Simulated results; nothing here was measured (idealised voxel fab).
Herein follows the process module entitled voxel transistor to metal.
The width of the displayed cross-section, cut, is 215 nm; its cells are square, with a size of 5 nm.
A cross-section in this document is a grid of square cells, and it is written down as bands, the top band listed before the ones below it; a band is made up of one or more rows of cells.
Read a band's entry like this: the first values are the height of its top and the height of its bottom in nm, and what follows is the sequence of materials from left to right, each with its width in nm. Note that "air" is empty space, and that a single material marked "all across" reaches across the band from edge to edge.
Note: height 0 marks the level under which the wafer is uniformly one material as received. Lowest band unbounded below, written "0 -> down".
A width such as "30..40" changes by the same amount from each row of cells to the next, from the band's top row to its bottom row.
Any step labelled "no alterations made" changed none of the cells in the cross-section.
"Enclosed void inventory" means: voids of 8 cells or more that are shut off from the top with no open way through. Written width x height at distance, distance from the left edge, in nm.
Text after the settings on a step's line: the simulator's own remark on that step.
overlay nm: mask offset rightward from planned place, masked step; negative means leftward offset.
If you're wondering how to read the rest of this, here's the deal. It's pairs of cross-sections: one from before a process step, one from after it. The after one is only drawn as far down as the lowest band that changed. Right under each pair you'll see which step sits between them and what its settings were. Don't read the pairs as one continuous story, though. They can come from different runs of this module on the same starting wafer, and a pair only carries on from the one above it where its entry headed "Ex-ante state" says so.
### Ex-ante state
- 0 -> down | Si all across
- Enclosed void inventory: none
### Resulting Structure
- 5 -> 0 | SiO2 all across
- Heights below 0 show no change.
- Enclosed void inventory: none
To go from the before cross-section above to the after cross-section, apply CONFORMAL_DEP: material SiO2, thk nm 5
Ex-ante state: look at the pair above, its after cross-section is where this step starts.
### Resulting Structure
- 20 -> 5 | SiN all across
- Heights below 5 show no change.
- Enclosed void inventory: none
To go from the before cross-section above to the after cross-section, apply CONFORMAL_DEP: material SiN, thk nm 15
Ex-ante state: look at the pair above, its after cross-section is where this step starts.
### Resulting Structure
- 35 -> 20 | aC all across
- Heights below 20 show no change.
- Enclosed void inventory: none
To go from the before cross-section above to the after cross-section, apply DIRECTIONAL_DEP: material aC, thk nm 15
Ex-ante state: look at the pair above, its after cross-section is where this step starts.
### Resulting Structure
- 70 -> 35 | air (45), resist (120), air (50)
- Heights below 35 show no change.
- Enclosed void inventory: none
To go from the before cross-section above to the after cross-section, apply PATTERN: tone cover, mask id ACTIVE, material resist, width nm 120, thk nm 35, overlay nm 0
Ex-ante state: look at the pair above, its after cross-section is where this step starts.
### Resulting Structure
- 55 -> 35 | air (45), resist (120), air (50)
- 35 -> 20 | air (45), aC (120), air (50)
- Heights below 20 show no change.
- Enclosed void inventory: none
To go from the before cross-section above to the after cross-section, apply DIRECTIONAL_ETCH: etch materials aC, depth nm 15
Ex-ante state: look at the pair above, its after cross-section is where this step starts.
### Resulting Structure
- 35 -> 20 | air (45), aC (120), air (50)
- Heights below 20 show no change.
- Enclosed void inventory: none
To go from the before cross-section above to the after cross-section, apply STRIP: etch materials resist
Ex-ante state: look at the pair above, its after cross-section is where this step starts.
### Resulting Structure
- 35 -> 20 | air (45), aC (120), air (50)
- 20 -> 5 | air (45), SiN (120), air (50)
- Heights below 5 show no change.
- Enclosed void inventory: none
To go from the before cross-section above to the after cross-section, apply DIRECTIONAL_ETCH: etch materials SiN, depth nm 15
Ex-ante state: look at the pair above, its after cross-section is where this step starts.
### Resulting Structure
- 35 -> 20 | air (45), aC (120), air (50)
- 20 -> 5 | air (45), SiN (120), air (50)
- 5 -> 0 | air (45), SiO2 (120), air (50)
- Heights below 0 show no change.
- Enclosed void inventory: none
To go from the before cross-section above to the after cross-section, apply DIRECTIONAL_ETCH: etch materials SiO2, depth nm 5
Ex-ante state: look at the pair above, its after cross-section is where this step starts.
### Resulting Structure
- 35 -> 20 | air (45), aC (120), air (50)
- 20 -> 5 | air (45), SiN (120), air (50)
- 5 -> 0 | air (45), SiO2 (120), air (50)
- 0 -> -20 | air (45), Si (120), air (50)
- Heights below -20 show no change.
- Enclosed void inventory: none
To go from the before cross-section above to the after cross-section, apply DIRECTIONAL_ETCH: etch materials Si, depth nm 20
Ex-ante state: look at the pair above, its after cross-section is where this step starts.
### Resulting Structure
- 20 -> 5 | air (45), SiN (120), air (50)
- Heights below 5 show no change.
- Enclosed void inventory: none
To go from the before cross-section above to the after cross-section, apply STRIP: etch materials aC
Ex-ante state: look at the pair above, its after cross-section is where this step starts.
### Resulting Structure
- 20 -> 5 | air (45), SiN (120), air (50)
- 5 -> 0 | air (45), SiO2 (120), air (50)
- 0 -> -20 | air (45), SiO2 (5), Si (110), SiO2 (5), air (50)
- -20 -> -25 | SiO2 (50), Si (110), SiO2 (55)
- Heights below -25 show no change.
- Enclosed void inventory: none
To go from the before cross-section above to the after cross-section, apply OXIDIZE: depth nm 5
Ex-ante state: look at the pair above, its after cross-section is where this step starts.
### Resulting Structure
- 35 -> 20 | SiO2 all across
- 20 -> 5 | SiO2 (45), SiN (120), SiO2 (50)
- 5 -> 0 | SiO2 all across
- 0 -> -25 | SiO2 (50), Si (110), SiO2 (55)
- Heights below -25 show no change.
- Enclosed void inventory: none
To go from the before cross-section above to the after cross-section, apply FILL_DEP: material SiO2, thk nm 15
Ex-ante state: look at the pair above, its after cross-section is where this step starts.
### Resulting Structure
- 20 -> 5 | SiO2 (45), SiN (120), SiO2 (50)
- Heights below 5 show no change.
- Enclosed void inventory: none
To go from the before cross-section above to the after cross-section, apply CMP: height nm 20
Ex-ante state: look at the pair above, its after cross-section is where this step starts.
### Resulting Structure
- 20 -> 10 | air (45), SiN (120), air (50)
- Heights below 10 show no change.
- Enclosed void inventory: none
To go from the before cross-section above to the after cross-section, apply SELECTIVE_ETCH: etch materials SiO2, depth nm 10
Ex-ante state: look at the pair above, its after cross-section is where this step starts.
### Resulting Structure
- 10 -> 5 | SiO2 (45), air (120), SiO2 (50)
- Heights below 5 show no change.
- Enclosed void inventory: none
To go from the before cross-section above to the after cross-section, apply STRIP: etch materials SiN
Ex-ante state: look at the pair above, its after cross-section is where this step starts.
### Resulting Structure
- 5 -> 0 | SiO2 (40), air (130), SiO2 (45)
- Heights below 0 show no change.
- Enclosed void inventory: none
To go from the before cross-section above to the after cross-section, apply SELECTIVE_ETCH: etch materials SiO2, depth nm 5
Ex-ante state: look at the pair above, its after cross-section is where this step starts.
### Resulting Structure
- 5 -> 0 | SiO2 (40), air (130), SiO2 (45)
- 0 -> -5 | SiO2 all across
- Heights below -5 show no change.
- Enclosed void inventory: none
To go from the before cross-section above to the after cross-section, apply OXIDIZE: depth nm 5
Ex-ante state: look at the pair above, its after cross-section is where this step starts.
### Resulting Structure
- 30 -> 25 | polySi (40), air (130), polySi (45)
- 25 -> 5 | polySi all across
- 5 -> 0 | SiO2 (40), polySi (130), SiO2 (45)
- Heights below 0 show no change.
- Enclosed void inventory: none
To go from the before cross-section above to the after cross-section, apply DIRECTIONAL_DEP: material polySi, thk nm 25
Ex-ante state: look at the pair above, its after cross-section is where this step starts.
### Resulting Structure
- 40 -> 35 | SiCN (40), air (130), SiCN (45)
- 35 -> 30 | SiCN all across
- 30 -> 25 | polySi (40), SiCN (130), polySi (45)
- Heights below 25 show no change.
- Enclosed void inventory: none
To go from the before cross-section above to the after cross-section, apply DIRECTIONAL_DEP: material SiCN, thk nm 10
Ex-ante state: look at the pair above, its after cross-section is where this step starts.
### Resulting Structure
- 35 -> 30 | air (90), SiCN (30), air (95)
- 30 -> 25 | polySi (40), air (50), SiCN (30), air (50), polySi (45)
- Heights below 25 show no change.
- Enclosed void inventory: none
To go from the before cross-section above to the after cross-section, apply MASKED_ETCH: tone cover, mask id GATE, width nm 30, etch materials SiCN, depth nm 20, overlay nm 0
Ex-ante state: look at the pair above, its after cross-section is where this step starts.
### Resulting Structure
- 35 -> 25 | air (90), SiCN (30), air (95)
- 25 -> 5 | air (90), polySi (30), air (95)
- 5 -> 0 | SiO2 (40), air (50), polySi (30), air (50), SiO2 (45)
- Heights below 0 show no change.
- Enclosed void inventory: none
To go from the before cross-section above to the after cross-section, apply MASKED_ETCH: tone cover, mask id GATE, width nm 30, etch materials polySi, depth nm 35, overlay nm 0
Ex-ante state: look at the pair above, its after cross-section is where this step starts.
### Resulting Structure
- 40 -> 35 | air (85), SiO2 (40), air (90)
- 35 -> 25 | air (85), SiO2 (5), SiCN (30), SiO2 (5), air (90)
- 25 -> 10 | air (85), SiO2 (5), polySi (30), SiO2 (5), air (90)
- 10 -> 5 | SiO2 (45), air (40), SiO2 (5), polySi (30), SiO2 (5), air (40), SiO2 (50)
- 5 -> 0 | SiO2 (90), polySi (30), SiO2 (95)
- Heights below 0 show no change.
- Enclosed void inventory: none
To go from the before cross-section above to the after cross-section, apply CONFORMAL_DEP: material SiO2, thk nm 5
Ex-ante state: look at the pair above, its after cross-section is where this step starts.
### Resulting Structure
- 35 -> 25 | air (85), SiO2 (5), SiCN (30), SiO2 (5), air (90)
- 25 -> 5 | air (85), SiO2 (5), polySi (30), SiO2 (5), air (90)
- 5 -> 0 | SiO2 (45), air (40), SiO2 (5), polySi (30), SiO2 (5), air (40), SiO2 (50)
- Heights below 0 show no change.
- Enclosed void inventory: none
To go from the before cross-section above to the after cross-section, apply DIRECTIONAL_ETCH: etch materials SiO2, depth nm 5
Ex-ante state: look at the pair above, its after cross-section is where this step starts.
### Resulting Structure
- 45 -> 35 | air (75), SiN (60), air (80)
- 35 -> 25 | air (75), SiN (10), SiO2 (5), SiCN (30), SiO2 (5), SiN (10), air (80)
- 25 -> 15 | air (75), SiN (10), SiO2 (5), polySi (30), SiO2 (5), SiN (10), air (80)
- 15 -> 10 | SiN (55), air (20), SiN (10), SiO2 (5), polySi (30), SiO2 (5), SiN (10), air (20), SiN (60)
- 10 -> 5 | SiN (85), SiO2 (5), polySi (30), SiO2 (5), SiN (90)
- 5 -> 0 | SiO2 (45), SiN (40), SiO2 (5), polySi (30), SiO2 (5), SiN (40), SiO2 (50)
- Heights below 0 show no change.
- Enclosed void inventory: none
To go from the before cross-section above to the after cross-section, apply CONFORMAL_DEP: material SiN, thk nm 10
Ex-ante state: look at the pair above, its after cross-section is where this step starts.
### Resulting Structure
- 35 -> 25 | air (75), SiN (10), SiO2 (5), SiCN (30), SiO2 (5), SiN (10), air (80)
- 25 -> 5 | air (75), SiN (10), SiO2 (5), polySi (30), SiO2 (5), SiN (10), air (80)
- 5 -> 0 | SiO2 (45), SiN (10), air (20), SiN (10), SiO2 (5), polySi (30), SiO2 (5), SiN (10), air (20), SiN (10), SiO2 (50)
- Heights below 0 show no change.
- Enclosed void inventory: none
To go from the before cross-section above to the after cross-section, apply DIRECTIONAL_ETCH: etch materials SiN, depth nm 10
Ex-ante state: look at the pair above, its after cross-section is where this step starts.
### Resulting Structure
- 35 -> 30 | air (75), SiN (10), air (5), SiCN (30), air (5), SiN (10), air (80)
- 30 -> 25 | air (75), SiN (10), SiO2 (5), SiCN (30), SiO2 (5), SiN (10), air (80)
- 25 -> 5 | air (75), SiN (10), SiO2 (5), polySi (30), SiO2 (5), SiN (10), air (80)
- 5 -> 0 | air (45), SiN (10), air (20), SiN (10), SiO2 (5), polySi (30), SiO2 (5), SiN (10), air (20), SiN (10), air (50)
- 0 -> -5 | SiO2 (55), air (20), SiO2 (60), air (20), SiO2 (60)
- Heights below -5 show no change.
- Enclosed void inventory: none
To go from the before cross-section above to the after cross-section, apply DIRECTIONAL_ETCH: etch materials SiO2, depth nm 5
Ex-ante state: look at the pair above, its after cross-section is where this step starts.
### Resulting Structure
- 35 -> 30 | air (75), SiN (10), air (5), SiCN (30), air (5), SiN (10), air (80)
- 30 -> 25 | air (75), SiN (10), SiO2 (5), SiCN (30), SiO2 (5), SiN (10), air (80)
- 25 -> 5 | air (75), SiN (10), SiO2 (5), polySi (30), SiO2 (5), SiN (10), air (80)
- 5 -> 0 | air (45), SiN (10), air (20), SiN (10), SiO2 (5), polySi (30), SiO2 (5), SiN (10), air (20), SiN (10), air (50)
- 0 -> -5 | SiO2 (55), nSi (20), SiO2 (60), nSi (20), SiO2 (60)
- Heights below -5 show no change.
- Enclosed void inventory: none
To go from the before cross-section above to the after cross-section, apply EPI: material nSi, thk nm 5
Ex-ante state: look at the pair above, its after cross-section is where this step starts.
### Resulting Structure
- 45 -> 35 | SiO2 all across
- 35 -> 25 | SiO2 (75), SiN (10), SiO2 (5), SiCN (30), SiO2 (5), SiN (10), SiO2 (80)
- 25 -> 5 | SiO2 (75), SiN (10), SiO2 (5), polySi (30), SiO2 (5), SiN (10), SiO2 (80)
- 5 -> 0 | SiO2 (45), SiN (10), SiO2 (20), SiN (10), SiO2 (5), polySi (30), SiO2 (5), SiN (10), SiO2 (20), SiN (10), SiO2 (50)
- Heights below 0 show no change.
- Enclosed void inventory: none
To go from the before cross-section above to the after cross-section, apply FILL_DEP: material SiO2, thk nm 10
Ex-ante state: look at the pair above, its after cross-section is where this step starts.
### Resulting Structure
- 25 -> 5 | SiO2 (75), SiN (10), SiO2 (5), polySi (30), SiO2 (5), SiN (10), SiO2 (80)
- Heights below 5 show no change.
- Enclosed void inventory: none
To go from the before cross-section above to the after cross-section, apply CMP: height nm 25
Ex-ante state: look at the pair above, its after cross-section is where this step starts.
### Resulting Structure
- 25 -> 5 | SiO2 (75), SiN (10), SiO2 (5), air (30), SiO2 (5), SiN (10), SiO2 (80)
- 5 -> 0 | SiO2 (45), SiN (10), SiO2 (20), SiN (10), SiO2 (5), air (30), SiO2 (5), SiN (10), SiO2 (20), SiN (10), SiO2 (50)
- Heights below 0 show no change.
- Enclosed void inventory: none
To go from the before cross-section above to the after cross-section, apply STRIP: etch materials polySi
Ex-ante state: look at the pair above, its after cross-section is where this step starts.
### Resulting Structure
- 25 -> 20 | air (75), SiN (10), air (40), SiN (10), air (80)
- 20 -> 5 | SiO2 (75), SiN (10), air (40), SiN (10), SiO2 (80)
- 5 -> 0 | SiO2 (45), SiN (10), SiO2 (20), SiN (10), air (40), SiN (10), SiO2 (20), SiN (10), SiO2 (50)
- 0 -> -5 | SiO2 (55), nSi (20), SiO2 (10), air (40), SiO2 (10), nSi (20), SiO2 (60)
- Heights below -5 show no change.
- Enclosed void inventory: none
To go from the before cross-section above to the after cross-section, apply SELECTIVE_ETCH: etch materials SiO2, depth nm 5
Ex-ante state: look at the pair above, its after cross-section is where this step starts.
### Resulting Structure
- 30 -> 25 | air (70), HfO2 (20), air (30), HfO2 (20), air (75)
- 25 -> 20 | HfO2 (75), SiN (10), HfO2 (5), air (30), HfO2 (5), SiN (10), HfO2 (80)
- 20 -> 5 | SiO2 (75), SiN (10), HfO2 (5), air (30), HfO2 (5), SiN (10), SiO2 (80)
- 5 -> 0 | SiO2 (45), SiN (10), SiO2 (20), SiN (10), HfO2 (5), air (30), HfO2 (5), SiN (10), SiO2 (20), SiN (10), SiO2 (50)
- 0 -> -5 | SiO2 (55), nSi (20), SiO2 (10), HfO2 (40), SiO2 (10), nSi (20), SiO2 (60)
- Heights below -5 show no change.
- Enclosed void inventory: none
To go from the before cross-section above to the after cross-section, apply CONFORMAL_DEP: material HfO2, thk nm 5
Ex-ante state: look at the pair above, its after cross-section is where this step starts.
### Resulting Structure
- 35 -> 30 | air (65), TiN (30), air (20), TiN (30), air (70)
- 30 -> 25 | TiN (70), HfO2 (20), TiN (5), air (20), TiN (5), HfO2 (20), TiN (75)
- 25 -> 20 | HfO2 (75), SiN (10), HfO2 (5), TiN (5), air (20), TiN (5), HfO2 (5), SiN (10), HfO2 (80)
- 20 -> 5 | SiO2 (75), SiN (10), HfO2 (5), TiN (5), air (20), TiN (5), HfO2 (5), SiN (10), SiO2 (80)
- 5 -> 0 | SiO2 (45), SiN (10), SiO2 (20), SiN (10), HfO2 (5), TiN (30), HfO2 (5), SiN (10), SiO2 (20), SiN (10), SiO2 (50)
- Heights below 0 show no change.
- Enclosed void inventory: none
To go from the before cross-section above to the after cross-section, apply CONFORMAL_DEP: material TiN, thk nm 5
Ex-ante state: look at the pair above, its after cross-section is where this step starts.
### Resulting Structure
- 45 -> 35 | W all across
- 35 -> 30 | W (65), TiN (30), W (20), TiN (30), W (70)
- 30 -> 25 | TiN (70), HfO2 (20), TiN (5), W (20), TiN (5), HfO2 (20), TiN (75)
- 25 -> 20 | HfO2 (75), SiN (10), HfO2 (5), TiN (5), W (20), TiN (5), HfO2 (5), SiN (10), HfO2 (80)
- 20 -> 5 | SiO2 (75), SiN (10), HfO2 (5), TiN (5), W (20), TiN (5), HfO2 (5), SiN (10), SiO2 (80)
- Heights below 5 show no change.
- Enclosed void inventory: none
To go from the before cross-section above to the after cross-section, apply FILL_DEP: material W, thk nm 10
Ex-ante state: look at the pair above, its after cross-section is where this step starts.
### Resulting Structure
- 20 -> 5 | SiO2 (75), SiN (10), HfO2 (5), TiN (5), W (20), TiN (5), HfO2 (5), SiN (10), SiO2 (80)
- Heights below 5 show no change.
- Enclosed void inventory: none
To go from the before cross-section above to the after cross-section, apply CMP: height nm 20
Ex-ante state: look at the pair above, its after cross-section is where this step starts.
### Resulting Structure
- 30 -> 20 | SiO2 all across
- Heights below 20 show no change.
- Enclosed void inventory: none
To go from the before cross-section above to the after cross-section, apply DIRECTIONAL_DEP: material SiO2, thk nm 10
Ex-ante state: look at the pair above, its after cross-section is where this step starts.
### Resulting Structure
- 50 -> 30 | resist (50), air (20), resist (70), air (20), resist (55)
- Heights below 30 show no change.
- Enclosed void inventory: none
To go from the before cross-section above to the after cross-section, apply PATTERN: tone open, mask id CONTACT, material resist, width nm 20, pitch nm 90, thk nm 20, overlay nm 0
Ex-ante state: look at the pair above, its after cross-section is where this step starts.
### Resulting Structure
- 50 -> 30 | resist (50), air (20), resist (70), air (20), resist (55)
- 30 -> 20 | SiO2 (50), air (20), SiO2 (70), air (20), SiO2 (55)
- 20 -> 5 | SiO2 (50), air (20), SiO2 (5), SiN (10), HfO2 (5), TiN (5), W (20), TiN (5), HfO2 (5), SiN (10), SiO2 (5), air (20), SiO2 (55)
- 5 -> 0 | SiO2 (45), SiN (10), air (15), SiO2 (5), SiN (10), HfO2 (5), TiN (30), HfO2 (5), SiN (10), SiO2 (5), air (15), SiN (10), SiO2 (50)
- Heights below 0 show no change.
- Enclosed void inventory: none
To go from the before cross-section above to the after cross-section, apply DIRECTIONAL_ETCH: etch materials SiO2, depth nm 30
Ex-ante state: look at the pair above, its after cross-section is where this step starts.
### Resulting Structure
- 30 -> 20 | SiO2 (50), air (20), SiO2 (70), air (20), SiO2 (55)
- Heights below 20 show no change.
- Enclosed void inventory: none
To go from the before cross-section above to the after cross-section, apply STRIP: etch materials resist
Ex-ante state: look at the pair above, its after cross-section is where this step starts.
### Resulting Structure
- 35 -> 30 | TiN (55), air (10), TiN (80), air (10), TiN (60)
- 30 -> 20 | SiO2 (50), TiN (5), air (10), TiN (5), SiO2 (70), TiN (5), air (10), TiN (5), SiO2 (55)
- 20 -> 10 | SiO2 (50), TiN (5), air (10), TiN (5), SiO2 (5), SiN (10), HfO2 (5), TiN (5), W (20), TiN (5), HfO2 (5), SiN (10), SiO2 (5), TiN (5), air (10), TiN (5), SiO2 (55)
- 10 -> 5 | SiO2 (50), TiN (10), air (5), TiN (5), SiO2 (5), SiN (10), HfO2 (5), TiN (5), W (20), TiN (5), HfO2 (5), SiN (10), SiO2 (5), TiN (5), air (5), TiN (10), SiO2 (55)
- 5 -> 0 | SiO2 (45), SiN (10), TiN (15), SiO2 (5), SiN (10), HfO2 (5), TiN (30), HfO2 (5), SiN (10), SiO2 (5), TiN (15), SiN (10), SiO2 (50)
- Heights below 0 show no change.
- Enclosed void inventory: none
To go from the before cross-section above to the after cross-section, apply CONFORMAL_DEP: material TiN, thk nm 5
Ex-ante state: look at the pair above, its after cross-section is where this step starts.
### Resulting Structure
- 40 -> 35 | Ru all across
- 35 -> 30 | TiN (55), Ru (10), TiN (80), Ru (10), TiN (60)
- 30 -> 20 | SiO2 (50), TiN (5), Ru (10), TiN (5), SiO2 (70), TiN (5), Ru (10), TiN (5), SiO2 (55)
- 20 -> 10 | SiO2 (50), TiN (5), Ru (10), TiN (5), SiO2 (5), SiN (10), HfO2 (5), TiN (5), W (20), TiN (5), HfO2 (5), SiN (10), SiO2 (5), TiN (5), Ru (10), TiN (5), SiO2 (55)
- 10 -> 5 | SiO2 (50), TiN (10), Ru (5), TiN (5), SiO2 (5), SiN (10), HfO2 (5), TiN (5), W (20), TiN (5), HfO2 (5), SiN (10), SiO2 (5), TiN (5), Ru (5), TiN (10), SiO2 (55)
- Heights below 5 show no change.
- Enclosed void inventory: none
To go from the before cross-section above to the after cross-section, apply FILL_DEP: material Ru, thk nm 5
Ex-ante state: look at the pair above, its after cross-section is where this step starts.
### Resulting Structure
- 30 -> 20 | SiO2 (50), TiN (5), Ru (10), TiN (5), SiO2 (70), TiN (5), Ru (10), TiN (5), SiO2 (55)
- Heights below 20 show no change.
- Enclosed void inventory: none
To go from the before cross-section above to the after cross-section, apply CMP: height nm 30
Ex-ante state: look at the pair above, its after cross-section is where this step starts.
### Resulting Structure
- 35 -> 30 | TiN all across
- Heights below 30 show no change.
- Enclosed void inventory: none
To go from the before cross-section above to the after cross-section, apply DIRECTIONAL_DEP: material TiN, thk nm 5
Ex-ante state: look at the pair above, its after cross-section is where this step starts.
### Resulting Structure
- 50 -> 35 | Ru all across
- Heights below 35 show no change.
- Enclosed void inventory: none
To go from the before cross-section above to the after cross-section, apply DIRECTIONAL_DEP: material Ru, thk nm 15
Ex-ante state: look at the pair above, its after cross-section is where this step starts.
### Resulting Structure
- 70 -> 50 | air (50), resist (20), air (70), resist (20), air (55)
- Heights below 50 show no change.
- Enclosed void inventory: none
To go from the before cross-section above to the after cross-section, apply PATTERN: tone cover, mask id METAL_1, material resist, width nm 20, pitch nm 90, thk nm 20, overlay nm 0
Ex-ante state: look at the pair above, its after cross-section is where this step starts.
### Resulting Structure
- 70 -> 50 | air (50), resist (20), air (70), resist (20), air (55)
- 50 -> 35 | air (50), Ru (20), air (70), Ru (20), air (55)
- Heights below 35 show no change.
- Enclosed void inventory: none
To go from the before cross-section above to the after cross-section, apply DIRECTIONAL_ETCH: etch materials Ru, depth nm 15
Ex-ante state: look at the pair above, its after cross-section is where this step starts.
### Resulting Structure
- 70 -> 50 | air (50), resist (20), air (70), resist (20), air (55)
- 50 -> 35 | air (50), Ru (20), air (70), Ru (20), air (55)
- 35 -> 30 | air (50), TiN (20), air (70), TiN (20), air (55)
- Heights below 30 show no change.
- Enclosed void inventory: none
To go from the before cross-section above to the after cross-section, apply DIRECTIONAL_ETCH: etch materials TiN, depth nm 5
Ex-ante state: look at the pair above, its after cross-section is where this step starts.
### Resulting Structure
- 50 -> 35 | air (50), Ru (20), air (70), Ru (20), air (55)
- Heights below 35 show no change.
- Enclosed void inventory: none
To go from the before cross-section above to the after cross-section, apply STRIP: etch materials resist
Ex-ante state: look at the pair above, its after cross-section is where this step starts.
### Resulting Structure
- 55 -> 50 | air (45), SiCN (30), air (60), SiCN (30), air (50)
- 50 -> 35 | air (45), SiCN (5), Ru (20), SiCN (5), air (60), SiCN (5), Ru (20), SiCN (5), air (50)
- 35 -> 30 | SiCN (50), TiN (20), SiCN (70), TiN (20), SiCN (55)
- Heights below 30 show no change.
- Enclosed void inventory: none
To go from the before cross-section above to the after cross-section, apply CONFORMAL_DEP: material SiCN, thk nm 5
Ex-ante state: look at the pair above, its after cross-section is where this step starts.
### Resulting Structure
- 60 -> 55 | SiO2 all across
- 55 -> 50 | SiO2 (45), SiCN (30), SiO2 (60), SiCN (30), SiO2 (50)
- 50 -> 35 | SiO2 (45), SiCN (5), Ru (20), SiCN (5), SiO2 (60), SiCN (5), Ru (20), SiCN (5), SiO2 (50)
- Heights below 35 show no change.
- Enclosed void inventory: none
To go from the before cross-section above to the after cross-section, apply FILL_DEP: material SiO2, thk nm 5
Ex-ante state: look at the pair above, its after cross-section is where this step starts.
### Resulting Structure
- 50 -> 35 | SiO2 (45), SiCN (5), Ru (20), SiCN (5), SiO2 (60), SiCN (5), Ru (20), SiCN (5), SiO2 (50)
- Heights below 35 show no change.
- Enclosed void inventory: none
To go from the before cross-section above to the after cross-section, apply CMP: height nm 50
Ex-ante state: look at the pair above, its after cross-section is where this step starts.
### Resulting Structure
- 55 -> 50 | SiN all across
- Heights below 50 show no change.
- Enclosed void inventory: none
To go from the before cross-section above to the after cross-section, apply CONFORMAL_DEP: material SiN, thk nm 5
### Ex-ante state
- 25 -> 20 | air (75), SiN (10), air (40), SiN (10), air (80)
- 20 -> 5 | SiO2 (75), SiN (10), air (40), SiN (10), SiO2 (80)
- 5 -> 0 | SiO2 (45), SiN (10), SiO2 (20), SiN (10), air (40), SiN (10), SiO2 (20), SiN (10), SiO2 (50)
- 0 -> -5 | SiO2 (55), nSi (20), SiO2 (10), air (40), SiO2 (10), nSi (20), SiO2 (60)
- -5 -> -25 | SiO2 (50), Si (110), SiO2 (55)
- -25 -> down | Si all across
- Enclosed void inventory: none
### Resulting Structure
- 30 -> 25 | air (70), TiN (20), air (30), TiN (20), air (75)
- 25 -> 20 | TiN (75), SiN (10), TiN (5), air (30), TiN (5), SiN (10), TiN (80)
- 20 -> 5 | SiO2 (75), SiN (10), TiN (5), air (30), TiN (5), SiN (10), SiO2 (80)
- 5 -> 0 | SiO2 (45), SiN (10), SiO2 (20), SiN (10), TiN (5), air (30), TiN (5), SiN (10), SiO2 (20), SiN (10), SiO2 (50)
- 0 -> -5 | SiO2 (55), nSi (20), SiO2 (10), TiN (40), SiO2 (10), nSi (20), SiO2 (60)
- Heights below -5 show no change.
- Enclosed void inventory: none
To go from the before cross-section above to the after cross-section, apply CONFORMAL_DEP: material TiN, thk nm 5
Ex-ante state: look at the pair above, its after cross-section is where this step starts.
### Resulting Structure
- 40 -> 30 | W all across
- 30 -> 25 | W (70), TiN (20), W (30), TiN (20), W (75)
- 25 -> 20 | TiN (75), SiN (10), TiN (5), W (30), TiN (5), SiN (10), TiN (80)
- 20 -> 5 | SiO2 (75), SiN (10), TiN (5), W (30), TiN (5), SiN (10), SiO2 (80)
- 5 -> 0 | SiO2 (45), SiN (10), SiO2 (20), SiN (10), TiN (5), W (30), TiN (5), SiN (10), SiO2 (20), SiN (10), SiO2 (50)
- Heights below 0 show no change.
- Enclosed void inventory: none
To go from the before cross-section above to the after cross-section, apply FILL_DEP: material W, thk nm 10
Ex-ante state: look at the pair above, its after cross-section is where this step starts.
### Resulting Structure
- 20 -> 5 | SiO2 (75), SiN (10), TiN (5), W (30), TiN (5), SiN (10), SiO2 (80)
- Heights below 5 show no change.
- Enclosed void inventory: none
To go from the before cross-section above to the after cross-section, apply CMP: height nm 20
Ex-ante state: look at the pair above, its after cross-section is where this step starts.
### Resulting Structure
- 30 -> 20 | SiO2 all across
- Heights below 20 show no change.
- Enclosed void inventory: none
To go from the before cross-section above to the after cross-section, apply DIRECTIONAL_DEP: material SiO2, thk nm 10
Ex-ante state: look at the pair above, its after cross-section is where this step starts.
### Resulting Structure
- 50 -> 30 | resist (50), air (20), resist (70), air (20), resist (55)
- Heights below 30 show no change.
- Enclosed void inventory: none
To go from the before cross-section above to the after cross-section, apply PATTERN: tone open, mask id CONTACT, material resist, width nm 20, pitch nm 90, thk nm 20, overlay nm 0
Ex-ante state: look at the pair above, its after cross-section is where this step starts.
### Resulting Structure
- 50 -> 30 | resist (50), air (20), resist (70), air (20), resist (55)
- 30 -> 20 | SiO2 (50), air (20), SiO2 (70), air (20), SiO2 (55)
- 20 -> 5 | SiO2 (50), air (20), SiO2 (5), SiN (10), TiN (5), W (30), TiN (5), SiN (10), SiO2 (5), air (20), SiO2 (55)
- 5 -> 0 | SiO2 (45), SiN (10), air (15), SiO2 (5), SiN (10), TiN (5), W (30), TiN (5), SiN (10), SiO2 (5), air (15), SiN (10), SiO2 (50)
- Heights below 0 show no change.
- Enclosed void inventory: none
To go from the before cross-section above to the after cross-section, apply DIRECTIONAL_ETCH: etch materials SiO2, depth nm 30
Ex-ante state: look at the pair above, its after cross-section is where this step starts.
### Resulting Structure
- 30 -> 20 | SiO2 (50), air (20), SiO2 (70), air (20), SiO2 (55)
- Heights below 20 show no change.
- Enclosed void inventory: none
To go from the before cross-section above to the after cross-section, apply STRIP: etch materials resist
Ex-ante state: look at the pair above, its after cross-section is where this step starts.
### Resulting Structure
- 35 -> 30 | TiN (55), air (10), TiN (80), air (10), TiN (60)
- 30 -> 20 | SiO2 (50), TiN (5), air (10), TiN (5), SiO2 (70), TiN (5), air (10), TiN (5), SiO2 (55)
- 20 -> 10 | SiO2 (50), TiN (5), air (10), TiN (5), SiO2 (5), SiN (10), TiN (5), W (30), TiN (5), SiN (10), SiO2 (5), TiN (5), air (10), TiN (5), SiO2 (55)
- 10 -> 5 | SiO2 (50), TiN (10), air (5), TiN (5), SiO2 (5), SiN (10), TiN (5), W (30), TiN (5), SiN (10), SiO2 (5), TiN (5), air (5), TiN (10), SiO2 (55)
- 5 -> 0 | SiO2 (45), SiN (10), TiN (15), SiO2 (5), SiN (10), TiN (5), W (30), TiN (5), SiN (10), SiO2 (5), TiN (15), SiN (10), SiO2 (50)
- Heights below 0 show no change.
- Enclosed void inventory: none
To go from the before cross-section above to the after cross-section, apply CONFORMAL_DEP: material TiN, thk nm 5
Ex-ante state: look at the pair above, its after cross-section is where this step starts.
### Resulting Structure
- 40 -> 35 | Ru all across
- 35 -> 30 | TiN (55), Ru (10), TiN (80), Ru (10), TiN (60)
- 30 -> 20 | SiO2 (50), TiN (5), Ru (10), TiN (5), SiO2 (70), TiN (5), Ru (10), TiN (5), SiO2 (55)
- 20 -> 10 | SiO2 (50), TiN (5), Ru (10), TiN (5), SiO2 (5), SiN (10), TiN (5), W (30), TiN (5), SiN (10), SiO2 (5), TiN (5), Ru (10), TiN (5), SiO2 (55)
- 10 -> 5 | SiO2 (50), TiN (10), Ru (5), TiN (5), SiO2 (5), SiN (10), TiN (5), W (30), TiN (5), SiN (10), SiO2 (5), TiN (5), Ru (5), TiN (10), SiO2 (55)
- Heights below 5 show no change.
- Enclosed void inventory: none
To go from the before cross-section above to the after cross-section, apply FILL_DEP: material Ru, thk nm 5
Ex-ante state: look at the pair above, its after cross-section is where this step starts.
### Resulting Structure
- 30 -> 20 | SiO2 (50), TiN (5), Ru (10), TiN (5), SiO2 (70), TiN (5), Ru (10), TiN (5), SiO2 (55)
- Heights below 20 show no change.
- Enclosed void inventory: none
To go from the before cross-section above to the after cross-section, apply CMP: height nm 30
